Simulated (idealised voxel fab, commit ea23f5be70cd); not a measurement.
Proc. module: voxel fin reveal
FYI the section here is cut, 215 nm wide, cells are 5 nm squares.
Cross-sections here: square-cell grids, written as top-down lists of bands, a band being one or more rows of cells.
It is stipulated that each band's entry specify, in nanometres, the height of the top of the band and then that of its bottom, followed by the materials of the band in left-to-right sequence, each together with its width in nanometres. A single material marked by the word "full width" is understood to fill the band from edge to edge; the word "empty" is understood to denote empty space.
Measure heights from 0. That's the level where, below it, the as-received wafer is all one material. The lowest band is bottomless and extends downward; write it as in "from 0 down".
The two numbers in a width such as "30 to 40" mark its ends across the band: the first belongs to the top row of cells, the second to the bottom row, and from each row to the next the width moves by the same amount.
Where the words "no change occurred" appear for a step, the cross-section shows no cell changed by that step; every cell remained as before.
"Voids, fully enclosed" - sealed voids, min. 8 cells, no opening to top; format: width x height at distance (distance from left edge; nm throughout).
Whatever follows a step's settings on its line is a remark the simulator itself makes about that step.
overlay nm: for a step with a mask, the amount by which the mask lay right of where it was planned; a negative amount means left of it.

### List of planned process steps
1,op RECEIVE | material Si
2,op CONFORMAL_DEP | material SiN | thk nm 5
3,op MASKED_ETCH | tone cover | mask id FINS | width nm 15 | pitch nm 40 | etch materials SiN | depth nm 5 | overlay nm 0
4,op MASKED_ETCH | tone cover | mask id FINS | width nm 15 | pitch nm 40 | etch materials Si | depth nm 30 | overlay nm 0
5,op OXIDIZE | depth nm 5
6,op FILL_DEP | material SiO2 | thk nm 10
7,op CMP | height nm 5
8,op SELECTIVE_ETCH | etch materials SiO2 | depth nm 25
9,op STRIP | etch materials SiN

### as received, after step 1
  from 0 down | Si full width
  Voids, fully enclosed: none

### Here's the cross-section of the first of our two wafers at the end of the module - it ran as planned
  from 0 to -20 | empty: 65  Si: 5  empty: 35  Si: 5  empty: 35  Si: 5  empty: 65
  from -20 to -35 | SiO2: 65  Si: 5  SiO2: 35  Si: 5  SiO2: 35  Si: 5  SiO2: 65
  from -35 down | Si full width
  Voids, fully enclosed: none

### Second of two wafers, module complete, sectioned: it shares the first wafer's start and plan but was run with one mistake
  from 0 to -30 | empty: 60  SiO2: 5  Si: 5  SiO2: 5  empty: 25  SiO2: 5  Si: 5  SiO2: 5  empty: 25  SiO2: 5  Si: 5  SiO2: 5  empty: 60
  from -30 to -35 | SiO2: 65  Si: 5  SiO2: 35  Si: 5  SiO2: 35  Si: 5  SiO2: 65
  from -35 down | Si full width
  Voids, fully enclosed: none
Diagnosis: not per plan at step 6, really ran op FILL_DEP | material SiN | thk nm 10
Per the end-of-run cell counts, the second wafer holds more or fewer of some materials than the first: SiO2 -44
